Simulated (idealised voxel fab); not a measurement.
process module | voxel transistor to metal
cross-section cut | 205 nm wide | cells 5 nm
A cross-section is a grid of square cells, given in bands from the top down. A band is one or more rows of cells.
Each band's line starts with the height of the band's top and of its bottom, in nm. Then come its materials from left to right, each with its width in nm. One material with "throughout" fills the band from edge to edge. "air" is empty space.
Height 0 is the level under which the wafer as received is all one material. The lowest band goes on downwards, as in "0 down".
A width such as "30 to 40" changes by the same amount from each row of cells to the next, from the band's top row to its bottom row.
"no change" after a step means that no cell of the cross-section changed.
closed voids: empty space of 8 cells or more with no open way to the top, each as width x height at its distance from the left edge, in nm
after a step's settings: what the simulator itself notes on the step
overlay nm, on a step with a mask: how far to the right of its planned place the mask lay; to the left if negative
Each pair below shows a cross-section before one step and the cross-section after it, down to the lowest band that changed. The line under each pair gives the step between them, with its settings. The pairs can come from different runs of this module on the same starting wafer, so a pair continues from the pair above only where its "before" says so.
before
  75 to 55: resist 50 | air 20 | resist 60 | air 20 | resist 55
  55 to 45: SiO2 throughout
  45 to 30: SiO2 85 | SiN 5 | SiCN 20 | SiN 5 | SiO2 90
  30 to 5: SiO2 85 | SiN 5 | polySi 20 | SiN 5 | SiO2 90
  5 to 0: SiO2 35 | SiN 5 | SiO2 35 | SiGe 10 | SiN 5 | polySi 20 | SiN 5 | SiGe 10 | SiO2 35 | SiN 5 | SiO2 40
  0 to -5: SiO2 40 | SiGe 45 | SiO2 30 | SiGe 45 | SiO2 45
  -5 to -10: SiO2 40 | SiGe 45 | Si 30 | SiGe 45 | SiO2 45
  -10 to -60: SiO2 40 | Si 120 | SiO2 45
  -60 down: Si throughout
  closed voids: none
after
  75 to 55: resist 50 | air 20 | resist 60 | air 20 | resist 55
  55 to 45: SiO2 50 | air 20 | SiO2 60 | air 20 | SiO2 55
  45 to 30: SiO2 50 | air 20 | SiO2 15 | SiN 5 | SiCN 20 | SiN 5 | SiO2 15 | air 20 | SiO2 55
  30 to 5: SiO2 50 | air 20 | SiO2 15 | SiN 5 | polySi 20 | SiN 5 | SiO2 15 | air 20 | SiO2 55
  5 to 0: SiO2 35 | SiN 5 | SiO2 10 | air 20 | SiO2 5 | SiGe 10 | SiN 5 | polySi 20 | SiN 5 | SiGe 10 | SiO2 5 | air 20 | SiO2 10 | SiN 5 | SiO2 40
  below 0: unchanged
  closed voids: none
the step between: op DIRECTIONAL_ETCH | etch materials SiO2 | depth nm 55
before: the cross-section after the pair above
after
  55 to 45: SiO2 50 | air 20 | SiO2 60 | air 20 | SiO2 55
  below 45: unchanged
  closed voids: none
the step between: op STRIP | etch materials resist
before: the cross-section after the pair above
after
  60 to 55: TiN 55 | air 10 | TiN 70 | air 10 | TiN 60
  55 to 45: SiO2 50 | TiN 5 | air 10 | TiN 5 | SiO2 60 | TiN 5 | air 10 | TiN 5 | SiO2 55
  45 to 30: SiO2 50 | TiN 5 | air 10 | TiN 5 | SiO2 15 | SiN 5 | SiCN 20 | SiN 5 | SiO2 15 | TiN 5 | air 10 | TiN 5 | SiO2 55
  30 to 5: SiO2 50 | TiN 5 | air 10 | TiN 5 | SiO2 15 | SiN 5 | polySi 20 | SiN 5 | SiO2 15 | TiN 5 | air 10 | TiN 5 | SiO2 55
  5 to 0: SiO2 35 | SiN 5 | SiO2 10 | TiN 20 | SiO2 5 | SiGe 10 | SiN 5 | polySi 20 | SiN 5 | SiGe 10 | SiO2 5 | TiN 20 | SiO2 10 | SiN 5 | SiO2 40
  below 0: unchanged
  closed voids: none
the step between: op CONFORMAL_DEP | material TiN | thk nm 5
before: the cross-section after the pair above
after
  70 to 60: W throughout
  60 to 55: TiN 55 | W 10 | TiN 70 | W 10 | TiN 60
  55 to 45: SiO2 50 | TiN 5 | W 10 | TiN 5 | SiO2 60 | TiN 5 | W 10 | TiN 5 | SiO2 55
  45 to 30: SiO2 50 | TiN 5 | W 10 | TiN 5 | SiO2 15 | SiN 5 | SiCN 20 | SiN 5 | SiO2 15 | TiN 5 | W 10 | TiN 5 | SiO2 55
  30 to 5: SiO2 50 | TiN 5 | W 10 | TiN 5 | SiO2 15 | SiN 5 | polySi 20 | SiN 5 | SiO2 15 | TiN 5 | W 10 | TiN 5 | SiO2 55
  below 5: unchanged
  closed voids: none
the step between: op FILL_DEP | material W | thk nm 10
before: the cross-section after the pair above
after
  55 to 45: SiO2 50 | TiN 5 | W 10 | TiN 5 | SiO2 60 | TiN 5 | W 10 | TiN 5 | SiO2 55
  below 45: unchanged
  closed voids: none
the step between: op CMP | height nm 55
before: the cross-section after the pair above
after
  60 to 55: TiN throughout
  below 55: unchanged
  closed voids: none
the step between: op DIRECTIONAL_DEP | material TiN | thk nm 5
before: the cross-section after the pair above
after
  75 to 60: W throughout
  below 60: unchanged
  closed voids: none
the step between: op DIRECTIONAL_DEP | material W | thk nm 15
before: the cross-section after the pair above
after
  85 to 75: aC throughout
  below 75: unchanged
  closed voids: none
the step between: op DIRECTIONAL_DEP | material aC | thk nm 10
before: the cross-section after the pair above
after
  115 to 85: air 50 | resist 20 | air 60 | resist 20 | air 55
  below 85: unchanged
  closed voids: none
the step between: op PATTERN | tone cover | mask id METAL_1 | material resist | width nm 20 | pitch nm 80 | thk nm 30 | overlay nm 0
before: the cross-section after the pair above
after
  105 to 85: air 50 | resist 20 | air 60 | resist 20 | air 55
  85 to 75: air 50 | aC 20 | air 60 | aC 20 | air 55
  below 75: unchanged
  closed voids: none
the step between: op DIRECTIONAL_ETCH | etch materials aC | depth nm 10
before: the cross-section after the pair above
after
  85 to 75: air 50 | aC 20 | air 60 | aC 20 | air 55
  below 75: unchanged
  closed voids: none
the step between: op STRIP | etch materials resist
before: the cross-section after the pair above
after
  85 to 75: air 50 | aC 20 | air 60 | aC 20 | air 55
  75 to 60: air 50 | W 20 | air 60 | W 20 | air 55
  below 60: unchanged
  closed voids: none
the step between: op DIRECTIONAL_ETCH | etch materials W | depth nm 15
before: the cross-section after the pair above
after
  85 to 75: air 50 | aC 20 | air 60 | aC 20 | air 55
  75 to 60: air 50 | W 20 | air 60 | W 20 | air 55
  60 to 55: air 50 | TiN 20 | air 60 | TiN 20 | air 55
  below 55: unchanged
  closed voids: none
the step between: op DIRECTIONAL_ETCH | etch materials TiN | depth nm 5
before: the cross-section after the pair above
after
  75 to 60: air 50 | W 20 | air 60 | W 20 | air 55
  below 60: unchanged
  closed voids: none
the step between: op STRIP | etch materials aC
before: the cross-section after the pair above
after
  80 to 75: air 45 | SiN 30 | air 50 | SiN 30 | air 50
  75 to 60: air 45 | SiN 5 | W 20 | SiN 5 | air 50 | SiN 5 | W 20 | SiN 5 | air 50
  60 to 55: SiN 50 | TiN 20 | SiN 60 | TiN 20 | SiN 55
  below 55: unchanged
  closed voids: none
the step between: op CONFORMAL_DEP | material SiN | thk nm 5
before: the cross-section after the pair above
after
  90 to 80: SiO2 throughout
  80 to 75: SiO2 45 | SiN 30 | SiO2 50 | SiN 30 | SiO2 50
  75 to 60: SiO2 45 | SiN 5 | W 20 | SiN 5 | SiO2 50 | SiN 5 | W 20 | SiN 5 | SiO2 50
  below 60: unchanged
  closed voids: none
the step between: op FILL_DEP | material SiO2 | thk nm 10
before: the cross-section after the pair above
after
  75 to 60: SiO2 45 | SiN 5 | W 20 | SiN 5 | SiO2 50 | SiN 5 | W 20 | SiN 5 | SiO2 50
  below 60: unchanged
  closed voids: none
the step between: op CMP | height nm 75
before: the cross-section after the pair above
after
  80 to 75: SiCN throughout
  below 75: unchanged
  closed voids: none
the step between: op CONFORMAL_DEP | material SiCN | thk nm 5
before: the cross-section after the pair above
after
  110 to 80: SiO2 throughout
  below 80: unchanged
  closed voids: none
the step between: op DIRECTIONAL_DEP | material SiO2 | thk nm 30
before: the cross-section after the pair above
after
  110 to 80: SiO2 50 | air 15 | SiO2 65 | air 15 | SiO2 60
  below 80: unchanged
  closed voids: none
the step between: op MASKED_ETCH | tone open | mask id METAL_2_HOLES | width nm 15 | pitch nm 80 | etch materials SiO2 | depth nm 30 | overlay nm 0
before: the cross-section after the pair above
after
  125 to 110: resist 50 | air 20 | resist 60 | air 20 | resist 55
  below 110: unchanged
  closed voids: none
the step between: op PATTERN | tone open | mask id METAL_2 | material resist | width nm 20 | pitch nm 80 | thk nm 15 | overlay nm 0
before: the cross-section after the pair above
after
  125 to 110: resist 50 | air 20 | resist 60 | air 20 | resist 55
  110 to 90: SiO2 50 | air 20 | SiO2 60 | air 20 | SiO2 55
  below 90: unchanged
  closed voids: none
the step between: op DIRECTIONAL_ETCH | etch materials SiO2 | depth nm 20
before: the cross-section after the pair above
after
  125 to 110: resist 50 | air 20 | resist 60 | air 20 | resist 55
  110 to 90: SiO2 50 | air 20 | SiO2 60 | air 20 | SiO2 55
  90 to 80: SiO2 50 | air 15 | SiO2 65 | air 15 | SiO2 60
  80 to 75: SiCN 50 | air 15 | SiCN 65 | air 15 | SiCN 60
  below 75: unchanged
  closed voids: none
the step between: op DIRECTIONAL_ETCH | etch materials SiCN | depth nm 5
before: the cross-section after the pair above
after
  110 to 90: SiO2 50 | air 20 | SiO2 60 | air 20 | SiO2 55
  below 90: unchanged
  closed voids: none
the step between: op STRIP | etch materials resist
before: the cross-section after the pair above
after
  115 to 110: TiN 55 | air 10 | TiN 70 | air 10 | TiN 60
  110 to 95: SiO2 50 | TiN 5 | air 10 | TiN 5 | SiO2 60 | TiN 5 | air 10 | TiN 5 | SiO2 55
  95 to 90: SiO2 50 | TiN 5 | air 5 | TiN 10 | SiO2 60 | TiN 5 | air 5 | TiN 10 | SiO2 55
  90 to 80: SiO2 50 | TiN 5 | air 5 | TiN 5 | SiO2 65 | TiN 5 | air 5 | TiN 5 | SiO2 60
  80 to 75: SiCN 50 | TiN 15 | SiCN 65 | TiN 15 | SiCN 60
  below 75: unchanged
  closed voids: none
the step between: op CONFORMAL_DEP | material TiN | thk nm 5
before: the cross-section after the pair above
after
  120 to 115: Cu throughout
  115 to 110: TiN 55 | Cu 10 | TiN 70 | Cu 10 | TiN 60
  110 to 95: SiO2 50 | TiN 5 | Cu 10 | TiN 5 | SiO2 60 | TiN 5 | Cu 10 | TiN 5 | SiO2 55
  95 to 90: SiO2 50 | TiN 5 | Cu 5 | TiN 10 | SiO2 60 | TiN 5 | Cu 5 | TiN 10 | SiO2 55
  90 to 80: SiO2 50 | TiN 5 | Cu 5 | TiN 5 | SiO2 65 | TiN 5 | Cu 5 | TiN 5 | SiO2 60
  below 80: unchanged
  closed voids: none
the step between: op FILL_DEP | material Cu | thk nm 5
before: the cross-section after the pair above
after
  110 to 95: SiO2 50 | TiN 5 | Cu 10 | TiN 5 | SiO2 60 | TiN 5 | Cu 10 | TiN 5 | SiO2 55
  below 95: unchanged
  closed voids: none
the step between: op CMP | height nm 110
before: the cross-section after the pair above
after
  115 to 110: SiCN throughout
  below 110: unchanged
  closed voids: none
the step between: op CONFORMAL_DEP | material SiCN | thk nm 5
before
  55 to 45: SiO2 50 | TiN 5 | W 10 | TiN 5 | SiO2 60 | TiN 5 | W 10 | TiN 5 | SiO2 55
  45 to 30: SiO2 50 | TiN 5 | W 10 | TiN 5 | SiO2 15 | SiN 5 | SiCN 20 | SiN 5 | SiO2 15 | TiN 5 | W 10 | TiN 5 | SiO2 55
  30 to 5: SiO2 50 | TiN 5 | W 10 | TiN 5 | SiO2 15 | SiN 5 | polySi 20 | SiN 5 | SiO2 15 | TiN 5 | W 10 | TiN 5 | SiO2 55
  5 to 0: SiO2 35 | SiN 5 | SiO2 10 | TiN 20 | SiO2 5 | SiGe 10 | SiN 5 | polySi 20 | SiN 5 | SiGe 10 | SiO2 5 | TiN 20 | SiO2 10 | SiN 5 | SiO2 40
  0 to -5: SiO2 40 | SiGe 45 | SiO2 30 | SiGe 45 | SiO2 45
  -5 to -10: SiO2 40 | SiGe 45 | Si 30 | SiGe 45 | SiO2 45
  -10 to -30: SiO2 40 | Si 120 | SiO2 45
  -30 down: Si throughout
  closed voids: none
after
  70 to 55: W throughout
  below 55: unchanged
  closed voids: none
the step between: op DIRECTIONAL_DEP | material W | thk nm 15
before: the cross-section after the pair above
after
  75 to 70: TiN throughout
  below 70: unchanged
  closed voids: none
the step between: op DIRECTIONAL_DEP | material TiN | thk nm 5
before: the cross-section after the pair above
after
  85 to 75: aC throughout
  below 75: unchanged
  closed voids: none
the step between: op DIRECTIONAL_DEP | material aC | thk nm 10
before: the cross-section after the pair above
after
  115 to 85: air 50 | resist 20 | air 60 | resist 20 | air 55
  below 85: unchanged
  closed voids: none
the step between: op PATTERN | tone cover | mask id METAL_1 | material resist | width nm 20 | pitch nm 80 | thk nm 30 | overlay nm 0
before: the cross-section after the pair above
after
  105 to 85: air 50 | resist 20 | air 60 | resist 20 | air 55
  85 to 75: air 50 | aC 20 | air 60 | aC 20 | air 55
  below 75: unchanged
  closed voids: none
the step between: op DIRECTIONAL_ETCH | etch materials aC | depth nm 10
before: the cross-section after the pair above
after
  85 to 75: air 50 | aC 20 | air 60 | aC 20 | air 55
  below 75: unchanged
  closed voids: none
the step between: op STRIP | etch materials resist
before: the cross-section after the pair above
after
  85 to 75: air 50 | aC 20 | air 60 | aC 20 | air 55
  75 to 70: air 50 | TiN 20 | air 60 | TiN 20 | air 55
  below 70: unchanged
  closed voids: none
the step between: op DIRECTIONAL_ETCH | etch materials TiN | depth nm 5
before: the cross-section after the pair above
after
  75 to 70: air 50 | TiN 20 | air 60 | TiN 20 | air 55
  below 70: unchanged
  closed voids: none
the step between: op STRIP | etch materials aC
before: the cross-section after the pair above
after
  80 to 75: air 45 | SiN 30 | air 50 | SiN 30 | air 50
  75 to 70: SiN 50 | TiN 20 | SiN 60 | TiN 20 | SiN 55
  below 70: unchanged
  closed voids: none
the step between: op CONFORMAL_DEP | material SiN | thk nm 5
before: the cross-section after the pair above
after
  90 to 80: SiO2 throughout
  80 to 75: SiO2 45 | SiN 30 | SiO2 50 | SiN 30 | SiO2 50
  below 75: unchanged
  closed voids: none
the step between: op FILL_DEP | material SiO2 | thk nm 10
before: the cross-section after the pair above
after
  75 to 70: SiN 50 | TiN 20 | SiN 60 | TiN 20 | SiN 55
  below 70: unchanged
  closed voids: none
the step between: op CMP | height nm 75
before: the cross-section after the pair above
after
  80 to 75: SiCN throughout
  below 75: unchanged
  closed voids: none
the step between: op CONFORMAL_DEP | material SiCN | thk nm 5
before: the cross-section after the pair above
after
  110 to 80: SiO2 throughout
  below 80: unchanged
  closed voids: none
the step between: op DIRECTIONAL_DEP | material SiO2 | thk nm 30
before: the cross-section after the pair above
after
  110 to 80: SiO2 50 | air 15 | SiO2 65 | air 15 | SiO2 60
  below 80: unchanged
  closed voids: none
the step between: op MASKED_ETCH | tone open | mask id METAL_2_HOLES | width nm 15 | pitch nm 80 | etch materials SiO2 | depth nm 30 | overlay nm 0
before: the cross-section after the pair above
after
  125 to 110: resist 50 | air 20 | resist 60 | air 20 | resist 55
  below 110: unchanged
  closed voids: none
the step between: op PATTERN | tone open | mask id METAL_2 | material resist | width nm 20 | pitch nm 80 | thk nm 15 | overlay nm 0
before: the cross-section after the pair above
after
  125 to 110: resist 50 | air 20 | resist 60 | air 20 | resist 55
  110 to 90: SiO2 50 | air 20 | SiO2 60 | air 20 | SiO2 55
  below 90: unchanged
  closed voids: none
the step between: op DIRECTIONAL_ETCH | etch materials SiO2 | depth nm 20
before: the cross-section after the pair above
after
  125 to 110: resist 50 | air 20 | resist 60 | air 20 | resist 55
  110 to 90: SiO2 50 | air 20 | SiO2 60 | air 20 | SiO2 55
  90 to 80: SiO2 50 | air 15 | SiO2 65 | air 15 | SiO2 60
  80 to 75: SiCN 50 | air 15 | SiCN 65 | air 15 | SiCN 60
  below 75: unchanged
  closed voids: none
the step between: op DIRECTIONAL_ETCH | etch materials SiCN | depth nm 5
before: the cross-section after the pair above
after
  110 to 90: SiO2 50 | air 20 | SiO2 60 | air 20 | SiO2 55
  below 90: unchanged
  closed voids: none
the step between: op STRIP | etch materials resist
before: the cross-section after the pair above
after
  115 to 110: TiN 55 | air 10 | TiN 70 | air 10 | TiN 60
  110 to 95: SiO2 50 | TiN 5 | air 10 | TiN 5 | SiO2 60 | TiN 5 | air 10 | TiN 5 | SiO2 55
  95 to 90: SiO2 50 | TiN 5 | air 5 | TiN 10 | SiO2 60 | TiN 5 | air 5 | TiN 10 | SiO2 55
  90 to 80: SiO2 50 | TiN 5 | air 5 | TiN 5 | SiO2 65 | TiN 5 | air 5 | TiN 5 | SiO2 60
  80 to 75: SiCN 50 | TiN 15 | SiCN 65 | TiN 15 | SiCN 60
  below 75: unchanged
  closed voids: none
the step between: op CONFORMAL_DEP | material TiN | thk nm 5
before: the cross-section after the pair above
after
  120 to 115: Cu throughout
  115 to 110: TiN 55 | Cu 10 | TiN 70 | Cu 10 | TiN 60
  110 to 95: SiO2 50 | TiN 5 | Cu 10 | TiN 5 | SiO2 60 | TiN 5 | Cu 10 | TiN 5 | SiO2 55
  95 to 90: SiO2 50 | TiN 5 | Cu 5 | TiN 10 | SiO2 60 | TiN 5 | Cu 5 | TiN 10 | SiO2 55
  90 to 80: SiO2 50 | TiN 5 | Cu 5 | TiN 5 | SiO2 65 | TiN 5 | Cu 5 | TiN 5 | SiO2 60
  below 80: unchanged
  closed voids: none
the step between: op FILL_DEP | material Cu | thk nm 5
before: the cross-section after the pair above
after
  110 to 95: SiO2 50 | TiN 5 | Cu 10 | TiN 5 | SiO2 60 | TiN 5 | Cu 10 | TiN 5 | SiO2 55
  below 95: unchanged
  closed voids: none
the step between: op CMP | height nm 110
before: the cross-section after the pair above
after
  115 to 110: SiCN throughout
  below 110: unchanged
  closed voids: none
the step between: op CONFORMAL_DEP | material SiCN | thk nm 5
before
  25 to 15: air 40 | aC 120 | air 45
  15 to 5: air 40 | SiN 120 | air 45
  5 to 0: air 40 | SiO2 120 | air 45
  0 down: Si throughout
  closed voids: none
after
  25 to 15: air 40 | aC 120 | air 45
  15 to 5: air 40 | SiN 120 | air 45
  5 to 0: air 40 | SiO2 120 | air 45
  0 to -20: air 40 | Si 120 | air 45
  below -20: unchanged
  closed voids: none
the step between: op DIRECTIONAL_ETCH | etch materials Si | depth nm 20
before: the cross-section after the pair above
after
  15 to 5: air 40 | SiN 120 | air 45
  below 5: unchanged
  closed voids: none
the step between: op STRIP | etch materials aC
before: the cross-section after the pair above
after
  25 to 15: SiO2 throughout
  15 to 5: SiO2 40 | SiN 120 | SiO2 45
  5 to 0: SiO2 throughout
  0 to -20: SiO2 40 | Si 120 | SiO2 45
  below -20: unchanged
  closed voids: none
the step between: op FILL_DEP | material SiO2 | thk nm 10
before: the cross-section after the pair above
after
  15 to 5: SiO2 40 | SiN 120 | SiO2 45
  below 5: unchanged
  closed voids: none
the step between: op CMP | height nm 15
before: the cross-section after the pair above
after
  15 to 10: air 40 | SiN 120 | air 45
  below 10: unchanged
  closed voids: none
the step between: op SELECTIVE_ETCH | etch materials SiO2 | depth nm 5
before: the cross-section after the pair above
after
  10 to 5: SiO2 40 | air 120 | SiO2 45
  below 5: unchanged
  closed voids: none
the step between: op STRIP | etch materials SiN
before: the cross-section after the pair above
after
  5 to 0: SiO2 35 | air 130 | SiO2 40
  below 0: unchanged
  closed voids: none
the step between: op SELECTIVE_ETCH | etch materials SiO2 | depth nm 5
before: the cross-section after the pair above
after
  5 to 0: SiO2 35 | air 130 | SiO2 40
  0 to -5: SiO2 throughout
  below -5: unchanged
  closed voids: none
the step between: op OXIDIZE | depth nm 5
before: the cross-section after the pair above
after
  35 to 30: polySi 35 | air 130 | polySi 40
  30 to 5: polySi throughout
  5 to 0: SiO2 35 | polySi 130 | SiO2 40
  below 0: unchanged
  closed voids: none
the step between: op DIRECTIONAL_DEP | material polySi | thk nm 30
before: the cross-section after the pair above
after
  50 to 45: SiCN 35 | air 130 | SiCN 40
  45 to 35: SiCN throughout
  35 to 30: polySi 35 | SiCN 130 | polySi 40
  below 30: unchanged
  closed voids: none
the step between: op DIRECTIONAL_DEP | material SiCN | thk nm 15
before: the cross-section after the pair above
after
  45 to 35: air 90 | SiCN 20 | air 95
  35 to 30: polySi 35 | air 55 | SiCN 20 | air 55 | polySi 40
  below 30: unchanged
  closed voids: none
the step between: op MASKED_ETCH | tone cover | mask id GATE | width nm 20 | etch materials SiCN | depth nm 25 | overlay nm 0
before: the cross-section after the pair above
after
  45 to 30: air 90 | SiCN 20 | air 95
  30 to 5: air 90 | polySi 20 | air 95
  5 to 0: SiO2 35 | air 55 | polySi 20 | air 55 | SiO2 40
  below 0: unchanged
  closed voids: none
the step between: op MASKED_ETCH | tone cover | mask id GATE | width nm 20 | etch materials polySi | depth nm 40 | overlay nm 0
before: the cross-section after the pair above
after
  50 to 45: air 85 | SiN 30 | air 90
  45 to 30: air 85 | SiN 5 | SiCN 20 | SiN 5 | air 90
  30 to 10: air 85 | SiN 5 | polySi 20 | SiN 5 | air 90
  10 to 5: SiN 40 | air 45 | SiN 5 | polySi 20 | SiN 5 | air 45 | SiN 45
  5 to 0: SiO2 35 | SiN 55 | polySi 20 | SiN 55 | SiO2 40
  below 0: unchanged
  closed voids: none
the step between: op CONFORMAL_DEP | material SiN | thk nm 5
before: the cross-section after the pair above
after
  45 to 30: air 85 | SiN 5 | SiCN 20 | SiN 5 | air 90
  30 to 5: air 85 | SiN 5 | polySi 20 | SiN 5 | air 90
  5 to 0: SiO2 35 | SiN 5 | air 45 | SiN 5 | polySi 20 | SiN 5 | air 45 | SiN 5 | SiO2 40
  below 0: unchanged
  closed voids: none
the step between: op DIRECTIONAL_ETCH | etch materials SiN | depth nm 5
before: the cross-section after the pair above
after
  45 to 30: air 85 | SiN 5 | SiCN 20 | SiN 5 | air 90
  30 to 5: air 85 | SiN 5 | polySi 20 | SiN 5 | air 90
  5 to 0: air 35 | SiN 5 | air 45 | SiN 5 | polySi 20 | SiN 5 | air 45 | SiN 5 | air 40
  0 to -5: SiO2 40 | air 45 | SiO2 30 | air 45 | SiO2 45
  below -5: unchanged
  closed voids: none
the step between: op DIRECTIONAL_ETCH | etch materials SiO2 | depth nm 5
before: the cross-section after the pair above
after
  45 to 30: air 85 | SiN 5 | SiCN 20 | SiN 5 | air 90
  30 to 5: air 85 | SiN 5 | polySi 20 | SiN 5 | air 90
  5 to 0: air 35 | SiN 5 | air 45 | SiN 5 | polySi 20 | SiN 5 | air 45 | SiN 5 | air 40
  0 to -5: SiO2 40 | air 45 | SiO2 30 | air 45 | SiO2 45
  -5 to -10: SiO2 40 | air 45 | Si 30 | air 45 | SiO2 45
  below -10: unchanged
  closed voids: none
the step between: op DIRECTIONAL_ETCH | etch materials Si | depth nm 5
before: the cross-section after the pair above
after
  45 to 30: air 85 | SiN 5 | SiCN 20 | SiN 5 | air 90
  30 to 5: air 85 | SiN 5 | polySi 20 | SiN 5 | air 90
  5 to 0: air 35 | SiN 5 | air 35 | SiGe 10 | SiN 5 | polySi 20 | SiN 5 | SiGe 10 | air 35 | SiN 5 | air 40
  0 to -5: SiO2 40 | SiGe 45 | SiO2 30 | SiGe 45 | SiO2 45
  -5 to -10: SiO2 40 | SiGe 45 | Si 30 | SiGe 45 | SiO2 45
  below -10: unchanged
  closed voids: none
the step between: op EPI | material SiGe | thk nm 10
before: the cross-section after the pair above
after
  50 to 45: SiO2 throughout
  45 to 30: SiO2 85 | SiN 5 | SiCN 20 | SiN 5 | SiO2 90
  30 to 5: SiO2 85 | SiN 5 | polySi 20 | SiN 5 | SiO2 90
  5 to 0: SiO2 35 | SiN 5 | SiO2 35 | SiGe 10 | SiN 5 | polySi 20 | SiN 5 | SiGe 10 | SiO2 35 | SiN 5 | SiO2 40
  below 0: unchanged
  closed voids: none
the step between: op FILL_DEP | material SiO2 | thk nm 5
before: the cross-section after the pair above
after
  45 to 30: SiO2 85 | SiN 5 | SiCN 20 | SiN 5 | SiO2 90
  below 30: unchanged
  closed voids: none
the step between: op CMP | height nm 45
before: the cross-section after the pair above
after
  55 to 45: SiO2 throughout
  below 45: unchanged
  closed voids: none
the step between: op DIRECTIONAL_DEP | material SiO2 | thk nm 10
before: the cross-section after the pair above
after
  75 to 55: resist 50 | air 20 | resist 60 | air 20 | resist 55
  below 55: unchanged
  closed voids: none
the step between: op PATTERN | tone open | mask id CONTACT | material resist | width nm 20 | pitch nm 80 | thk nm 20 | overlay nm 0
before: the cross-section after the pair above
after
  75 to 55: resist 50 | air 20 | resist 60 | air 20 | resist 55
  55 to 45: SiO2 50 | air 20 | SiO2 60 | air 20 | SiO2 55
  45 to 30: SiO2 50 | air 20 | SiO2 15 | SiN 5 | SiCN 20 | SiN 5 | SiO2 15 | air 20 | SiO2 55
  30 to 5: SiO2 50 | air 20 | SiO2 15 | SiN 5 | polySi 20 | SiN 5 | SiO2 15 | air 20 | SiO2 55
  5 to 0: SiO2 35 | SiN 5 | SiO2 10 | air 20 | SiO2 5 | SiGe 10 | SiN 5 | polySi 20 | SiN 5 | SiGe 10 | SiO2 5 | air 20 | SiO2 10 | SiN 5 | SiO2 40
  below 0: unchanged
  closed voids: none
the step between: op DIRECTIONAL_ETCH | etch materials SiO2 | depth nm 55
before: the cross-section after the pair above
after
  55 to 45: SiO2 50 | air 20 | SiO2 60 | air 20 | SiO2 55
  below 45: unchanged
  closed voids: none
the step between: op STRIP | etch materials resist
before: the cross-section after the pair above
after
  60 to 55: TiN 55 | air 10 | TiN 70 | air 10 | TiN 60
  55 to 45: SiO2 50 | TiN 5 | air 10 | TiN 5 | SiO2 60 | TiN 5 | air 10 | TiN 5 | SiO2 55
  45 to 30: SiO2 50 | TiN 5 | air 10 | TiN 5 | SiO2 15 | SiN 5 | SiCN 20 | SiN 5 | SiO2 15 | TiN 5 | air 10 | TiN 5 | SiO2 55
  30 to 5: SiO2 50 | TiN 5 | air 10 | TiN 5 | SiO2 15 | SiN 5 | polySi 20 | SiN 5 | SiO2 15 | TiN 5 | air 10 | TiN 5 | SiO2 55
  5 to 0: SiO2 35 | SiN 5 | SiO2 10 | TiN 20 | SiO2 5 | SiGe 10 | SiN 5 | polySi 20 | SiN 5 | SiGe 10 | SiO2 5 | TiN 20 | SiO2 10 | SiN 5 | SiO2 40
  below 0: unchanged
  closed voids: none
the step between: op CONFORMAL_DEP | material TiN | thk nm 5
before: the cross-section after the pair above
after
  70 to 60: W throughout
  60 to 55: TiN 55 | W 10 | TiN 70 | W 10 | TiN 60
  55 to 45: SiO2 50 | TiN 5 | W 10 | TiN 5 | SiO2 60 | TiN 5 | W 10 | TiN 5 | SiO2 55
  45 to 30: SiO2 50 | TiN 5 | W 10 | TiN 5 | SiO2 15 | SiN 5 | SiCN 20 | SiN 5 | SiO2 15 | TiN 5 | W 10 | TiN 5 | SiO2 55
  30 to 5: SiO2 50 | TiN 5 | W 10 | TiN 5 | SiO2 15 | SiN 5 | polySi 20 | SiN 5 | SiO2 15 | TiN 5 | W 10 | TiN 5 | SiO2 55
  below 5: unchanged
  closed voids: none
the step between: op FILL_DEP | material W | thk nm 10
before: the cross-section after the pair above
after
  55 to 45: SiO2 50 | TiN 5 | W 10 | TiN 5 | SiO2 60 | TiN 5 | W 10 | TiN 5 | SiO2 55
  below 45: unchanged
  closed voids: none
the step between: op CMP | height nm 55
before: the cross-section after the pair above
after
  60 to 55: TiN throughout
  below 55: unchanged
  closed voids: none
the step between: op DIRECTIONAL_DEP | material TiN | thk nm 5
before: the cross-section after the pair above
after
  75 to 60: W throughout
  below 60: unchanged
  closed voids: none
the step between: op DIRECTIONAL_DEP | material W | thk nm 15
before: the cross-section after the pair above
after
  85 to 75: aC throughout
  below 75: unchanged
  closed voids: none
the step between: op DIRECTIONAL_DEP | material aC | thk nm 10
before: the cross-section after the pair above
after
  115 to 85: air 50 | resist 20 | air 60 | resist 20 | air 55
  below 85: unchanged
  closed voids: none
the step between: op PATTERN | tone cover | mask id METAL_1 | material resist | width nm 20 | pitch nm 80 | thk nm 30 | overlay nm 0
before: the cross-section after the pair above
after
  105 to 85: air 50 | resist 20 | air 60 | resist 20 | air 55
  85 to 75: air 50 | aC 20 | air 60 | aC 20 | air 55
  below 75: unchanged
  closed voids: none
the step between: op DIRECTIONAL_ETCH | etch materials aC | depth nm 10
before: the cross-section after the pair above
after
  85 to 75: air 50 | aC 20 | air 60 | aC 20 | air 55
  below 75: unchanged
  closed voids: none
the step between: op STRIP | etch materials resist
before: the cross-section after the pair above
after
  85 to 75: air 50 | aC 20 | air 60 | aC 20 | air 55
  75 to 60: air 50 | W 20 | air 60 | W 20 | air 55
  below 60: unchanged
  closed voids: none
the step between: op DIRECTIONAL_ETCH | etch materials W | depth nm 15
before: the cross-section after the pair above
after
  85 to 75: air 50 | aC 20 | air 60 | aC 20 | air 55
  75 to 60: air 50 | W 20 | air 60 | W 20 | air 55
  60 to 55: air 50 | TiN 20 | air 60 | TiN 20 | air 55
  below 55: unchanged
  closed voids: none
the step between: op DIRECTIONAL_ETCH | etch materials TiN | depth nm 5
before: the cross-section after the pair above
after
  75 to 60: air 50 | W 20 | air 60 | W 20 | air 55
  below 60: unchanged
  closed voids: none
the step between: op STRIP | etch materials aC
before: the cross-section after the pair above
after
  80 to 75: air 45 | SiN 30 | air 50 | SiN 30 | air 50
  75 to 60: air 45 | SiN 5 | W 20 | SiN 5 | air 50 | SiN 5 | W 20 | SiN 5 | air 50
  60 to 55: SiN 50 | TiN 20 | SiN 60 | TiN 20 | SiN 55
  below 55: unchanged
  closed voids: none
the step between: op CONFORMAL_DEP | material SiN | thk nm 5
before: the cross-section after the pair above
after
  90 to 80: SiO2 throughout
  80 to 75: SiO2 45 | SiN 30 | SiO2 50 | SiN 30 | SiO2 50
  75 to 60: SiO2 45 | SiN 5 | W 20 | SiN 5 | SiO2 50 | SiN 5 | W 20 | SiN 5 | SiO2 50
  below 60: unchanged
  closed voids: none
the step between: op FILL_DEP | material SiO2 | thk nm 10
before: the cross-section after the pair above
after
  75 to 60: SiO2 45 | SiN 5 | W 20 | SiN 5 | SiO2 50 | SiN 5 | W 20 | SiN 5 | SiO2 50
  below 60: unchanged
  closed voids: none
the step between: op CMP | height nm 75
before: the cross-section after the pair above
after
  80 to 75: SiCN throughout
  below 75: unchanged
  closed voids: none
the step between: op CONFORMAL_DEP | material SiCN | thk nm 5
before: the cross-section after the pair above
after
  110 to 80: SiO2 throughout
  below 80: unchanged
  closed voids: none
the step between: op DIRECTIONAL_DEP | material SiO2 | thk nm 30
